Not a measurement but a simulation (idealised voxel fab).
This section sets out a process module, namely voxel self aligned contacts.
Pictured: cross-section cut, 225 nm wide, on a grid of 5 nm square cells.
Format of a cross-section: grid, square cells. Given as bands. Order: top down. Band: one or more rows of cells. A band entry consists of two parts. The first gives the height of the band's top and the height of its bottom, in nm. The rest lists the band's materials from left to right, each with its width in nm. A single material labelled with the word "everywhere" fills the band from edge to edge, and the word "empty" marks empty space. Heights from 0 (as-received wafer is one material below). Bottom band endless downward, as "top 0, no bottom". Width "30->40": first value at the band's top row of cells, second value at its bottom row, equal change from row to row. It should be understood that the words "nothing changed", when stated for a given step, signify that the cross-section underwent no change in any of its cells during that step. The label "Fully sealed voids" introduces a list of the empty spaces, 8 cells or larger, that have no open way up to the top; each entry in it reads width x height at distance, where the distance is taken from the left edge and all three are stated in nm. If you see something after the settings on a step's line, that's the simulator's own remark about that step. overlay nm: right-of-plan distance of the mask on a masked step; negative values mean left-of-plan.

Process steps foreseen in the plan
1: RECEIVE, material Si
2: OXIDIZE, depth nm 5
3: DIRECTIONAL_DEP, material polySi, thk nm 25
4: DIRECTIONAL_DEP, material SiN, thk nm 20
5: DIRECTIONAL_DEP, material aC, thk nm 10
6: PATTERN, tone cover, mask id GATE, material resist, width nm 35, pitch nm 80, thk nm 25, overlay nm 0
7: DIRECTIONAL_ETCH, etch materials aC, depth nm 10
8: STRIP, etch materials resist
9: DIRECTIONAL_ETCH, etch materials SiN, depth nm 25
10: DIRECTIONAL_ETCH, etch materials polySi, depth nm 25
11: STRIP, etch materials aC
12: CONFORMAL_DEP, material SiN, thk nm 10
13: DIRECTIONAL_ETCH, etch materials SiN, depth nm 10
14: FILL_DEP, material SiO2, thk nm 15
15: CMP, height nm 60
16: MASKED_ETCH, tone open, mask id CONTACT, width nm 65, pitch nm 80, etch materials SiO2, depth nm 65, overlay nm 0
17: CONFORMAL_DEP, material TiN, thk nm 5
18: FILL_DEP, material W, thk nm 10
19: CMP, height nm 60
20: CONFORMAL_DEP, material SiCN, thk nm 5
Across this set of wafers, the varied parameter is the thk nm of step 4. Starting conditions are identical for every wafer, and the plan reports the value assigned to the first wafer.

Cross-section of the first of several wafers on receipt, reflecting completion of step 1
  top 0, no bottom | Si everywhere
  Fully sealed voids: none

Post step 20, the closing step of the module: first of several wafers, cross-sectioned
  top 65, bottom 60 | SiCN everywhere
  top 60, bottom 50 | SiO2 40 nm | TiN 5 nm | W 55 nm | TiN 5 nm | SiO2 15 nm | TiN 5 nm | W 55 nm | TiN 5 nm | SiO2 40 nm
  top 50, bottom 45 | SiO2 40 nm | TiN 25 nm | W 15 nm | TiN 25 nm | SiO2 15 nm | TiN 25 nm | W 15 nm | TiN 25 nm | SiO2 40 nm
  top 45, bottom 25 | SiO2 5 nm | SiN 55 nm | TiN 5 nm | W 15 nm | TiN 5 nm | SiN 55 nm | TiN 5 nm | W 15 nm | TiN 5 nm | SiN 55 nm | SiO2 5 nm
  top 25, bottom 0 | SiO2 5 nm | SiN 10 nm | polySi 35 nm | SiN 10 nm | TiN 5 nm | W 15 nm | TiN 5 nm | SiN 10 nm | polySi 35 nm | SiN 10 nm | TiN 5 nm | W 15 nm | TiN 5 nm | SiN 10 nm | polySi 35 nm | SiN 10 nm | SiO2 5 nm
  top 0, bottom -5 | SiO2 60 nm | TiN 25 nm | SiO2 55 nm | TiN 25 nm | SiO2 60 nm
  top -5, no bottom | Si everywhere
  Fully sealed voids: none

Cross-sectional view, end of module, last wafer of several
  top 65, bottom 60 | SiCN everywhere
  top 60, bottom 45 | SiO2 5 nm | SiN 55 nm | TiN 5 nm | W 15 nm | TiN 5 nm | SiN 55 nm | TiN 5 nm | W 15 nm | TiN 5 nm | SiN 55 nm | SiO2 5 nm
  top 45, bottom 40 | SiO2 5 nm | SiN 55 nm | TiN 25 nm | SiN 55 nm | TiN 25 nm | SiN 55 nm | SiO2 5 nm
  top 40, bottom 25 | SiN everywhere
  top 25, bottom 0 | polySi everywhere
  top 0, bottom -5 | SiO2 everywhere
  top -5, no bottom | Si everywhere
  Fully sealed voids: none

Wafer rows, end of module: cells per material gained (+) or lost (-) since receipt; closed voids last
thk nm 20, -45 Si, +45 SiCN, +192 SiN, +110 SiO2, +74 TiN, +104 W, +105 polySi, Fully sealed voids: none
thk nm 25, -45 Si, +45 SiCN, +225 SiN, +93 SiO2, +74 TiN, +88 W, +105 polySi, Fully sealed voids: none
thk nm 30, -45 Si, +45 SiCN, +210 SiN, +74 SiO2, +46 TiN, +30 W, +225 polySi, Fully sealed voids: none
thk nm 35, -45 Si, +45 SiCN, +255 SiN, +55 SiO2, +26 TiN, +24 W, +225 polySi, Fully sealed voids: none
thk nm 40, -45 Si, +45 SiCN, +267 SiN, +53 SiO2, +22 TiN, +18 W, +225 polySi, Fully sealed voids: none
